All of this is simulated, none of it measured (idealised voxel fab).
Process module heading - voxel released beams
This is section cut - it's 140 nm across, gridded in 5 nm square cells.
Think of the cross-section as a grid of square cells. We describe it in bands, top to bottom, and each band covers one or more rows of those cells. Read a band's entry like this: the first values are the height of its top and the height of its bottom in nm, and what follows is the sequence of materials from left to right, each with its width in nm. Note that "blank" is empty space, and that a single material marked "all across" reaches across the band from edge to edge. The level at which height equals 0 is the one under which the wafer, as it arrives, is entirely one material. No lower edge exists for the bottom band, which continues downward and is notated as in "z 0 and below". So if you see something like "30 to 40" for the width, read it as the top row of the band sitting at the first number and the bottom row at the second, with every row in between moving by the same amount as the last. Reading "no modification" for a step: not a cell of the cross-section changed in it. "Fully sealed cavities" specifies each empty space that is not open to the top and that occupies no fewer than 8 cells, using the form width x height at distance, the distance measured from the left edge and all three quantities in nm. Read whatever lies past the settings on a step's line as the simulator's own remark about the step. "overlay nm" answers the question of how far to the right of plan the mask lay on a step that has a mask, and when it is negative the answer is to the left.

Process steps (planned):
| 1 | RECEIVE,material Si |
| 2 | CONFORMAL_DEP,material Al2O3,thk nm 10 |
| 3 | DIRECTIONAL_DEP,material SiO2,thk nm 15 |
| 4 | MASKED_ETCH,tone open,mask id ANCHOR,width nm 25,etch materials SiO2,depth nm 15,overlay nm 0 |
| 5 | CONFORMAL_DEP,material W,thk nm 10 |
| 6 | MASKED_ETCH,tone cover,mask id BEAM,width nm 70,etch materials W,depth nm 10,overlay nm 0 |
| 7 | STRIP,etch materials SiO2 |

As-received wafer cross-section (after step 1):
- z 0 and below | Si all across
- Fully sealed cavities: none

Run as planned - first of the two wafers cross-sectioned at the end of the module:
- z 35 to 25 | blank 30; W 15; blank 5; W 50; blank 40
- z 25 to 20 | blank 35; W 10; blank 5; W 10; blank 80
- z 20 to 10 | blank 35; W 25; blank 80
- z 10 to 0 | Al2O3 all across
- z 0 and below | Si all across
- Fully sealed cavities: none

Cross-section, wafer two of two, end of module: same start and plan as wafer one, one error in execution:
- z 35 to 25 | blank 30; W 10; blank 5; W 55; blank 40
- z 25 to 20 | blank 30; W 10; blank 5; W 10; blank 85
- z 20 to 10 | blank 30; W 25; blank 85
- z 10 to 0 | Al2O3 all across
- z 0 and below | Si all across
- Fully sealed cavities: none
The mistake made against the process plan was this: step 4 off recipe, ran as MASKED_ETCH,tone open,mask id ANCHOR,width nm 25,etch materials SiO2,depth nm 15,overlay nm -5
By the end, you'd get the same cell count for each material on either wafer, but the second wafer puts them somewhere else.
